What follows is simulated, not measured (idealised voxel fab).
process module | voxel self aligned vias
The cross-section on display is named cut; it measures 285 nm wide, and its cells are 5 nm squares.
For the purposes of this document, a cross-section shall be understood as a grid of square cells, specified as bands listed in top-to-bottom order, each band consisting of one or more rows of cells. Heads up on the band format: heights come first, top then bottom, in nm. After that it's the materials left to right, each with its width in nm. A single material flagged "everywhere" fills the whole band edge to edge, and "air" means there's empty space there. Measure heights from 0. That's the level where, below it, the as-received wafer is all one material. The lowest band is bottomless and extends downward; write it as in "0..down". It should be noted that a width expressed as "30 to 40" varies in equal increments from row to row of cells within the band, taking the value of the first number at the top row and that of the second number at the bottom row. When a step is marked "same as before", none of the cells in the cross-section changed during that step. If an empty space has no open way to the top and is at least 8 cells in size, "Entrapped voids" lists it, written width x height at distance, where distance is measured from the left edge and every value is in nm. Formally, on a step line, whatever follows the settings is a remark that the simulator itself makes on the step. overlay nm: right-of-plan distance of the mask on a masked step; negative values mean left-of-plan.
PLAN
- 1: RECEIVE, material Si
- 2: CONFORMAL_DEP, material SiO2, thk nm 10
- 3: CONFORMAL_DEP, material SiCN, thk nm 5
- 4: DIRECTIONAL_DEP, material lowk, thk nm 25
- 5: MASKED_ETCH, tone open, mask id LINES, width nm 20, pitch nm 45, etch materials lowk, depth nm 25, overlay nm 0
- 6: CONFORMAL_DEP, material TiN, thk nm 5
- 7: FILL_DEP, material W, thk nm 10
- 8: CMP, height nm 40
- 9: SELECTIVE_ETCH, etch materials W Ru TiN, depth nm 5
- 10: FILL_DEP, material SiN, thk nm 5
- 11: CMP, height nm 40
- 12: DIRECTIONAL_DEP, material lowk, thk nm 20
- 13: DIRECTIONAL_DEP, material aC, thk nm 10
- 14: PATTERN, tone open, mask id VIAS, material resist, width nm 30, pitch nm 90, thk nm 30, overlay nm 0
- 15: DIRECTIONAL_ETCH, etch materials aC, depth nm 10
- 16: STRIP, etch materials resist
- 17: DIRECTIONAL_ETCH, etch materials lowk, depth nm 20
- 18: DIRECTIONAL_ETCH, etch materials SiN, depth nm 5
- 19: STRIP, etch materials aC
- 20: CONFORMAL_DEP, material TiN, thk nm 5
- 21: FILL_DEP, material Ru, thk nm 5
- 22: CMP, height nm 60
- 23: CONFORMAL_DEP, material SiCN, thk nm 5
BELOW: THE FIRST OF TWO WAFERS, RUN AS PLANNED
WAFER AT RECEIPT (POST STEP 1), CROSS-SECTION
- 0..down  Si everywhere
- Entrapped voids: none
CROSS-SECTION OF THE WAFER SUBSEQUENT TO STEP 2
- 10..0  SiO2 everywhere
- Everything below 0 is unchanged.
CROSS-SECTION OF THE WAFER SUBSEQUENT TO STEP 3
- 15..10  SiCN everywhere
- Everything below 10 is unchanged.
CROSS-SECTION OF THE WAFER SUBSEQUENT TO STEP 4
- 40..15  lowk everywhere
- Everything below 15 is unchanged.
CROSS-SECTION OF THE WAFER SUBSEQUENT TO STEP 5
- 40..15  lowk 85 | air 20 | lowk 25 | air 20 | lowk 25 | air 20 | lowk 90
- Everything below 15 is unchanged.
CROSS-SECTION OF THE WAFER SUBSEQUENT TO STEP 6
- 45..40  TiN 90 | air 10 | TiN 35 | air 10 | TiN 35 | air 10 | TiN 95
- 40..20  lowk 85 | TiN 5 | air 10 | TiN 5 | lowk 25 | TiN 5 | air 10 | TiN 5 | lowk 25 | TiN 5 | air 10 | TiN 5 | lowk 90
- 20..15  lowk 85 | TiN 20 | lowk 25 | TiN 20 | lowk 25 | TiN 20 | lowk 90
- Everything below 15 is unchanged.
CROSS-SECTION OF THE WAFER SUBSEQUENT TO STEP 7
- 55..45  W everywhere
- 45..40  TiN 90 | W 10 | TiN 35 | W 10 | TiN 35 | W 10 | TiN 95
- 40..20  lowk 85 | TiN 5 | W 10 | TiN 5 | lowk 25 | TiN 5 | W 10 | TiN 5 | lowk 25 | TiN 5 | W 10 | TiN 5 | lowk 90
- Everything below 20 is unchanged.
CROSS-SECTION OF THE WAFER SUBSEQUENT TO STEP 8
- 40..20  lowk 85 | TiN 5 | W 10 | TiN 5 | lowk 25 | TiN 5 | W 10 | TiN 5 | lowk 25 | TiN 5 | W 10 | TiN 5 | lowk 90
- Everything below 20 is unchanged.
CROSS-SECTION OF THE WAFER SUBSEQUENT TO STEP 9
- 40..35  lowk 85 | air 20 | lowk 25 | air 20 | lowk 25 | air 20 | lowk 90
- Everything below 35 is unchanged.
CROSS-SECTION OF THE WAFER SUBSEQUENT TO STEP 10
- 45..40  SiN everywhere
- 40..35  lowk 85 | SiN 20 | lowk 25 | SiN 20 | lowk 25 | SiN 20 | lowk 90
- Everything below 35 is unchanged.
CROSS-SECTION OF THE WAFER SUBSEQUENT TO STEP 11
- 40..35  lowk 85 | SiN 20 | lowk 25 | SiN 20 | lowk 25 | SiN 20 | lowk 90
- Everything below 35 is unchanged.
CROSS-SECTION OF THE WAFER SUBSEQUENT TO STEP 12
- 60..40  lowk everywhere
- Everything below 40 is unchanged.
CROSS-SECTION OF THE WAFER SUBSEQUENT TO STEP 13
- 70..60  aC everywhere
- Everything below 60 is unchanged.
CROSS-SECTION OF THE WAFER SUBSEQUENT TO STEP 14
- 100..70  resist 80 | air 30 | resist 60 | air 30 | resist 85
- Everything below 70 is unchanged.
CROSS-SECTION OF THE WAFER SUBSEQUENT TO STEP 15
- 90..70  resist 80 | air 30 | resist 60 | air 30 | resist 85
- 70..60  aC 80 | air 30 | aC 60 | air 30 | aC 85
- Everything below 60 is unchanged.
CROSS-SECTION OF THE WAFER SUBSEQUENT TO STEP 16
- 70..60  aC 80 | air 30 | aC 60 | air 30 | aC 85
- Everything below 60 is unchanged.
CROSS-SECTION OF THE WAFER SUBSEQUENT TO STEP 17
- 70..60  aC 80 | air 30 | aC 60 | air 30 | aC 85
- 60..40  lowk 80 | air 30 | lowk 60 | air 30 | lowk 85
- Everything below 40 is unchanged.
CROSS-SECTION OF THE WAFER SUBSEQUENT TO STEP 18
- 70..60  aC 80 | air 30 | aC 60 | air 30 | aC 85
- 60..40  lowk 80 | air 30 | lowk 60 | air 30 | lowk 85
- 40..35  lowk 85 | air 20 | lowk 25 | SiN 20 | lowk 25 | air 20 | lowk 90
- Everything below 35 is unchanged.
CROSS-SECTION OF THE WAFER SUBSEQUENT TO STEP 19
- 60..40  lowk 80 | air 30 | lowk 60 | air 30 | lowk 85
- Everything below 40 is unchanged.
CROSS-SECTION OF THE WAFER SUBSEQUENT TO STEP 20
- 65..60  TiN 85 | air 20 | TiN 70 | air 20 | TiN 90
- 60..45  lowk 80 | TiN 5 | air 20 | TiN 5 | lowk 60 | TiN 5 | air 20 | TiN 5 | lowk 85
- 45..40  lowk 80 | TiN 10 | air 10 | TiN 10 | lowk 60 | TiN 10 | air 10 | TiN 10 | lowk 85
- 40..35  lowk 85 | TiN 20 | lowk 25 | SiN 20 | lowk 25 | TiN 20 | lowk 90
- Everything below 35 is unchanged.
CROSS-SECTION OF THE WAFER SUBSEQUENT TO STEP 21
- 70..65  Ru everywhere
- 65..60  TiN 85 | Ru 20 | TiN 70 | Ru 20 | TiN 90
- 60..45  lowk 80 | TiN 5 | Ru 20 | TiN 5 | lowk 60 | TiN 5 | Ru 20 | TiN 5 | lowk 85
- 45..40  lowk 80 | TiN 10 | Ru 10 | TiN 10 | lowk 60 | TiN 10 | Ru 10 | TiN 10 | lowk 85
- Everything below 40 is unchanged.
CROSS-SECTION OF THE WAFER SUBSEQUENT TO STEP 22
- 60..45  lowk 80 | TiN 5 | Ru 20 | TiN 5 | lowk 60 | TiN 5 | Ru 20 | TiN 5 | lowk 85
- Everything below 45 is unchanged.
CROSS-SECTION OF THE WAFER SUBSEQUENT TO STEP 23
- 65..60  SiCN everywhere
- Everything below 60 is unchanged.
COMPANION WAFER, THE SECOND OF TWO: SAME BEGINNING, SAME INTENDED SEQUENCE, ONE MISTAKE IN CARRYING IT OUT; THROUGH STEP 2 INCLUSIVE IT TRACKS THE FIRST EXACTLY
SECOND WAFER CROSS-SECTION, TAKEN AS OF THE TIME THE PLAN SETS FOR STEP 3 TO BE DONE
- 35..10  lowk everywhere
- Everything below 10 is unchanged.
SECOND WAFER CROSS-SECTION, TAKEN AS OF THE TIME THE PLAN SETS FOR STEP 4 TO BE DONE
- 40..35  SiCN everywhere
- Everything below 35 is unchanged.
Second wafer cross-section, taken as of the time the plan sets for step 5 to be done: same as before
SECOND WAFER CROSS-SECTION, TAKEN AS OF THE TIME THE PLAN SETS FOR STEP 6 TO BE DONE
- 45..40  TiN everywhere
- Everything below 40 is unchanged.
SECOND WAFER CROSS-SECTION, TAKEN AS OF THE TIME THE PLAN SETS FOR STEP 7 TO BE DONE
- 55..45  W everywhere
- Everything below 45 is unchanged.
SECOND WAFER CROSS-SECTION, TAKEN AS OF THE TIME THE PLAN SETS FOR STEP 8 TO BE DONE
- 40..35  SiCN everywhere
- Everything below 35 is unchanged.
Second wafer cross-section, taken as of the time the plan sets for step 9 to be done: same as before
SECOND WAFER CROSS-SECTION, TAKEN AS OF THE TIME THE PLAN SETS FOR STEP 10 TO BE DONE
- 45..40  SiN everywhere
- Everything below 40 is unchanged.
SECOND WAFER CROSS-SECTION, TAKEN AS OF THE TIME THE PLAN SETS FOR STEP 11 TO BE DONE
- 40..35  SiCN everywhere
- Everything below 35 is unchanged.
SECOND WAFER CROSS-SECTION, TAKEN AS OF THE TIME THE PLAN SETS FOR STEP 12 TO BE DONE
- 60..40  lowk everywhere
- Everything below 40 is unchanged.
SECOND WAFER CROSS-SECTION, TAKEN AS OF THE TIME THE PLAN SETS FOR STEP 13 TO BE DONE
- 70..60  aC everywhere
- Everything below 60 is unchanged.
SECOND WAFER CROSS-SECTION, TAKEN AS OF THE TIME THE PLAN SETS FOR STEP 14 TO BE DONE
- 100..70  resist 80 | air 30 | resist 60 | air 30 | resist 85
- Everything below 70 is unchanged.
SECOND WAFER CROSS-SECTION, TAKEN AS OF THE TIME THE PLAN SETS FOR STEP 15 TO BE DONE
- 90..70  resist 80 | air 30 | resist 60 | air 30 | resist 85
- 70..60  aC 80 | air 30 | aC 60 | air 30 | aC 85
- Everything below 60 is unchanged.
SECOND WAFER CROSS-SECTION, TAKEN AS OF THE TIME THE PLAN SETS FOR STEP 16 TO BE DONE
- 70..60  aC 80 | air 30 | aC 60 | air 30 | aC 85
- Everything below 60 is unchanged.
SECOND WAFER CROSS-SECTION, TAKEN AS OF THE TIME THE PLAN SETS FOR STEP 17 TO BE DONE
- 70..60  aC 80 | air 30 | aC 60 | air 30 | aC 85
- 60..40  lowk 80 | air 30 | lowk 60 | air 30 | lowk 85
- Everything below 40 is unchanged.
Second wafer cross-section, taken as of the time the plan sets for step 18 to be done: same as before
SECOND WAFER CROSS-SECTION, TAKEN AS OF THE TIME THE PLAN SETS FOR STEP 19 TO BE DONE
- 60..40  lowk 80 | air 30 | lowk 60 | air 30 | lowk 85
- Everything below 40 is unchanged.
SECOND WAFER CROSS-SECTION, TAKEN AS OF THE TIME THE PLAN SETS FOR STEP 20 TO BE DONE
- 65..60  TiN 85 | air 20 | TiN 70 | air 20 | TiN 90
- 60..45  lowk 80 | TiN 5 | air 20 | TiN 5 | lowk 60 | TiN 5 | air 20 | TiN 5 | lowk 85
- 45..40  lowk 80 | TiN 30 | lowk 60 | TiN 30 | lowk 85
- Everything below 40 is unchanged.
SECOND WAFER CROSS-SECTION, TAKEN AS OF THE TIME THE PLAN SETS FOR STEP 21 TO BE DONE
- 70..65  Ru everywhere
- 65..60  TiN 85 | Ru 20 | TiN 70 | Ru 20 | TiN 90
- 60..45  lowk 80 | TiN 5 | Ru 20 | TiN 5 | lowk 60 | TiN 5 | Ru 20 | TiN 5 | lowk 85
- Everything below 45 is unchanged.
SECOND WAFER CROSS-SECTION, TAKEN AS OF THE TIME THE PLAN SETS FOR STEP 22 TO BE DONE
- 60..45  lowk 80 | TiN 5 | Ru 20 | TiN 5 | lowk 60 | TiN 5 | Ru 20 | TiN 5 | lowk 85
- Everything below 45 is unchanged.
SECOND WAFER CROSS-SECTION, TAKEN AS OF THE TIME THE PLAN SETS FOR STEP 23 TO BE DONE
- 65..60  SiCN everywhere
- Everything below 60 is unchanged.
Run error: swap of plan steps 3 and 4 during execution
at the end the second wafer has, in cells: Ru: 4 fewer; SiN: 4 fewer; TiN: 34 fewer; W: 18 fewer; lowk: 60 more
